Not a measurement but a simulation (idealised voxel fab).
process module | voxel trench capacitor
cross-section cut | 155 nm wide | cells 5 nm
A cross-section is a grid of square cells, given in bands from the top down. A band is one or more rows of cells.
Each band's line starts with the height of the band's top and of its bottom, in nm. Then come its materials from left to right, each with its width in nm. One material with "throughout" fills the band from edge to edge. "air" is empty space.
Height 0 is the level under which the wafer as received is all one material. The lowest band goes on downwards, as in "0 down".
A width such as "30 to 40" changes by the same amount from each row of cells to the next, from the band's top row to its bottom row.
"no change" after a step means that no cell of the cross-section changed.
closed voids: empty space of 8 cells or more with no open way to the top, each as width x height at its distance from the left edge, in nm
after a step's settings: what the simulator itself notes on the step
overlay nm, on a step with a mask: how far to the right of its planned place the mask lay; to the left if negative
plan
1 op RECEIVE | material Si
2 op CONFORMAL_DEP | material SiN | thk nm 10
3 op DIRECTIONAL_DEP | material aC | thk nm 15
4 op PATTERN | tone open | mask id TRENCH | material resist | width nm 15 | pitch nm 40 | thk nm 35 | overlay nm 0
5 op DIRECTIONAL_ETCH | etch materials aC | depth nm 15
6 op STRIP | etch materials resist
7 op DIRECTIONAL_ETCH | etch materials SiN | depth nm 10
8 op DIRECTIONAL_ETCH | etch materials Si | depth nm 30
9 op STRIP | etch materials aC
10 op CONFORMAL_DEP | material SiO2 | thk nm 5
11 op FILL_DEP | material polySi | thk nm 10
12 op CMP | height nm 10
first wafer, as planned
as received, after step 1
  0 down: Si throughout
  closed voids: none
after step 2
  10 to 0: SiN throughout
  below 0: unchanged
after step 3
  25 to 10: aC throughout
  below 10: unchanged
after step 4
  60 to 25: resist 30 | air 15 | resist 25 | air 15 | resist 25 | air 15 | resist 30
  below 25: unchanged
after step 5
  45 to 25: resist 30 | air 15 | resist 25 | air 15 | resist 25 | air 15 | resist 30
  25 to 10: aC 30 | air 15 | aC 25 | air 15 | aC 25 | air 15 | aC 30
  below 10: unchanged
after step 6
  25 to 10: aC 30 | air 15 | aC 25 | air 15 | aC 25 | air 15 | aC 30
  below 10: unchanged
after step 7
  25 to 10: aC 30 | air 15 | aC 25 | air 15 | aC 25 | air 15 | aC 30
  10 to 0: SiN 30 | air 15 | SiN 25 | air 15 | SiN 25 | air 15 | SiN 30
  below 0: unchanged
after step 8
  25 to 10: aC 30 | air 15 | aC 25 | air 15 | aC 25 | air 15 | aC 30
  10 to 0: SiN 30 | air 15 | SiN 25 | air 15 | SiN 25 | air 15 | SiN 30
  0 to -30: Si 30 | air 15 | Si 25 | air 15 | Si 25 | air 15 | Si 30
  below -30: unchanged
after step 9
  10 to 0: SiN 30 | air 15 | SiN 25 | air 15 | SiN 25 | air 15 | SiN 30
  below 0: unchanged
after step 10
  15 to 10: SiO2 35 | air 5 | SiO2 35 | air 5 | SiO2 35 | air 5 | SiO2 35
  10 to 0: SiN 30 | SiO2 5 | air 5 | SiO2 5 | SiN 25 | SiO2 5 | air 5 | SiO2 5 | SiN 25 | SiO2 5 | air 5 | SiO2 5 | SiN 30
  0 to -25: Si 30 | SiO2 5 | air 5 | SiO2 5 | Si 25 | SiO2 5 | air 5 | SiO2 5 | Si 25 | SiO2 5 | air 5 | SiO2 5 | Si 30
  -25 to -30: Si 30 | SiO2 15 | Si 25 | SiO2 15 | Si 25 | SiO2 15 | Si 30
  below -30: unchanged
after step 11
  25 to 15: polySi throughout
  15 to 10: SiO2 35 | polySi 5 | SiO2 35 | polySi 5 | SiO2 35 | polySi 5 | SiO2 35
  10 to 0: SiN 30 | SiO2 5 | polySi 5 | SiO2 5 | SiN 25 | SiO2 5 | polySi 5 | SiO2 5 | SiN 25 | SiO2 5 | polySi 5 | SiO2 5 | SiN 30
  0 to -25: Si 30 | SiO2 5 | polySi 5 | SiO2 5 | Si 25 | SiO2 5 | polySi 5 | SiO2 5 | Si 25 | SiO2 5 | polySi 5 | SiO2 5 | Si 30
  below -25: unchanged
after step 12
  10 to 0: SiN 30 | SiO2 5 | polySi 5 | SiO2 5 | SiN 25 | SiO2 5 | polySi 5 | SiO2 5 | SiN 25 | SiO2 5 | polySi 5 | SiO2 5 | SiN 30
  below 0: unchanged
second wafer: like start, like plan, one mistake. Through step 3 it matches the first wafer
when step 4 should have ended
  60 to 25: air 30 | resist 15 | air 25 | resist 15 | air 25 | resist 15 | air 30
  below 25: unchanged
when step 5 should have ended
  45 to 25: air 30 | resist 15 | air 25 | resist 15 | air 25 | resist 15 | air 30
  25 to 10: air 30 | aC 15 | air 25 | aC 15 | air 25 | aC 15 | air 30
  below 10: unchanged
when step 6 should have ended
  25 to 10: air 30 | aC 15 | air 25 | aC 15 | air 25 | aC 15 | air 30
  below 10: unchanged
when step 7 should have ended
  25 to 10: air 30 | aC 15 | air 25 | aC 15 | air 25 | aC 15 | air 30
  10 to 0: air 30 | SiN 15 | air 25 | SiN 15 | air 25 | SiN 15 | air 30
  below 0: unchanged
when step 8 should have ended
  25 to 10: air 30 | aC 15 | air 25 | aC 15 | air 25 | aC 15 | air 30
  10 to 0: air 30 | SiN 15 | air 25 | SiN 15 | air 25 | SiN 15 | air 30
  0 to -30: air 30 | Si 15 | air 25 | Si 15 | air 25 | Si 15 | air 30
  below -30: unchanged
when step 9 should have ended
  10 to 0: air 30 | SiN 15 | air 25 | SiN 15 | air 25 | SiN 15 | air 30
  below 0: unchanged
when step 10 should have ended
  15 to 10: air 25 | SiO2 25 | air 15 | SiO2 25 | air 15 | SiO2 25 | air 25
  10 to 0: air 25 | SiO2 5 | SiN 15 | SiO2 5 | air 15 | SiO2 5 | SiN 15 | SiO2 5 | air 15 | SiO2 5 | SiN 15 | SiO2 5 | air 25
  0 to -25: air 25 | SiO2 5 | Si 15 | SiO2 5 | air 15 | SiO2 5 | Si 15 | SiO2 5 | air 15 | SiO2 5 | Si 15 | SiO2 5 | air 25
  -25 to -30: SiO2 30 | Si 15 | SiO2 25 | Si 15 | SiO2 25 | Si 15 | SiO2 30
  below -30: unchanged
when step 11 should have ended
  25 to 15: polySi throughout
  15 to 10: polySi 25 | SiO2 25 | polySi 15 | SiO2 25 | polySi 15 | SiO2 25 | polySi 25
  10 to 0: polySi 25 | SiO2 5 | SiN 15 | SiO2 5 | polySi 15 | SiO2 5 | SiN 15 | SiO2 5 | polySi 15 | SiO2 5 | SiN 15 | SiO2 5 | polySi 25
  0 to -25: polySi 25 | SiO2 5 | Si 15 | SiO2 5 | polySi 15 | SiO2 5 | Si 15 | SiO2 5 | polySi 15 | SiO2 5 | Si 15 | SiO2 5 | polySi 25
  below -25: unchanged
when step 12 should have ended
  10 to 0: polySi 25 | SiO2 5 | SiN 15 | SiO2 5 | polySi 15 | SiO2 5 | SiN 15 | SiO2 5 | polySi 15 | SiO2 5 | SiN 15 | SiO2 5 | polySi 25
  below 0: unchanged
what went wrong: step 4 ran as: op PATTERN | tone cover | mask id TRENCH | material resist | width nm 15 | pitch nm 40 | thk nm 35 | overlay nm 0
at the end the second wafer has, in cells: 78 fewer of Si | 26 fewer of SiN | 13 more of SiO2 | 91 more of polySi
